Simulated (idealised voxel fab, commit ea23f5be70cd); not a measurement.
Process module in this document: voxel self aligned contacts
The cross-section shown here is cut; it is 225 nm wide and divided into square cells measuring 5 nm on a side.
A cross-section is written here as square cells arranged in a grid, and it is given in bands from the top down, each band taking up one or more rows of cells. The band entry comprises the height of the band's top followed by the height of its bottom, expressed in nm, and subsequently the band's materials from left to right, each stated together with its width in nm. Where a single material is marked with the word "throughout", that material fills the band from edge to edge. The word "air" represents empty space. Heads up on the height convention: 0 is the point under which the incoming wafer is all one material, and the lowest band has no bottom, it just keeps going down, like "0 nm and below". A two-number width, for instance "30->40", indicates that the width is equal to the first number in the top row of the band and to the second number in the bottom row, and that it changes by a constant amount per row of cells. A step reported as "remained the same" is a step in which no cell of the cross-section changed. The list in "Sealed void list" covers empty spaces of 8 cells or more that cannot reach the top through any open way, and it gives each as width x height at distance; the distance is from the left edge, and width, height and distance are in nm. Heads up: the bit after the settings on a step's line is the simulator's remark on that step. You can add "overlay nm" to a step's line. For a step with a mask, it describes how far the mask lay to the right of its planned position, and a negative number describes a lay to the left.

Process steps foreseen in the plan:
1,RECEIVE,material Si
2,OXIDIZE,depth nm 5
3,DIRECTIONAL_DEP,material polySi,thk nm 30
4,DIRECTIONAL_DEP,material SiN,thk nm 20
5,PATTERN,tone cover,mask id GATE,material resist,width nm 25,pitch nm 65,thk nm 15,overlay nm 0
6,DIRECTIONAL_ETCH,etch materials SiN,depth nm 20
7,DIRECTIONAL_ETCH,etch materials polySi,depth nm 30
8,STRIP,etch materials resist
9,CONFORMAL_DEP,material SiN,thk nm 5
10,DIRECTIONAL_ETCH,etch materials SiN,depth nm 5
11,FILL_DEP,material SiO2,thk nm 15
12,CMP,height nm 60
13,DIRECTIONAL_DEP,material aC,thk nm 15
14,PATTERN,tone open,mask id CONTACT,material resist,width nm 50,pitch nm 65,thk nm 30,overlay nm 0
15,DIRECTIONAL_ETCH,etch materials aC,depth nm 15
16,STRIP,etch materials resist
17,DIRECTIONAL_ETCH,etch materials SiO2,depth nm 65
18,STRIP,etch materials aC
19,CONFORMAL_DEP,material TiN,thk nm 5
20,FILL_DEP,material W,thk nm 10
21,CMP,height nm 60
22,CONFORMAL_DEP,material SiN,thk nm 5
Don't read the plan's width nm for step 5 as applying to every wafer: that's the first wafer's value, and the wafers differ in it, though they all start identical.

Step 1 complete: as-received cross-section of the first of several wafers:
0 nm and below = Si throughout
Sealed void list: none

Heads up, this table goes wafer by wafer. A row tells you, at the end of the module, how many cells of each material that wafer has put on (+) or dropped (-) since it was received, and then its closed voids:
width nm 25, -45 Si, +165 SiN, +203 SiO2, +68 TiN, +104 W, +90 polySi, Sealed void list: none
width nm 30, -45 Si, +177 SiN, +195 SiO2, +68 TiN, +82 W, +108 polySi, Sealed void list: none
width nm 35, -45 Si, +189 SiN, +187 SiO2, +68 TiN, +60 W, +126 polySi, Sealed void list: none
width nm 40, -45 Si, +201 SiN, +179 SiO2, +68 TiN, +38 W, +144 polySi, Sealed void list: none
width nm 45, -45 Si, +213 SiN, +171 SiO2, +68 TiN, +16 W, +162 polySi, Sealed void list: none
width nm 50, -45 Si, +225 SiN, +163 SiO2, +46 TiN, +16 W, +180 polySi, Sealed void list: none
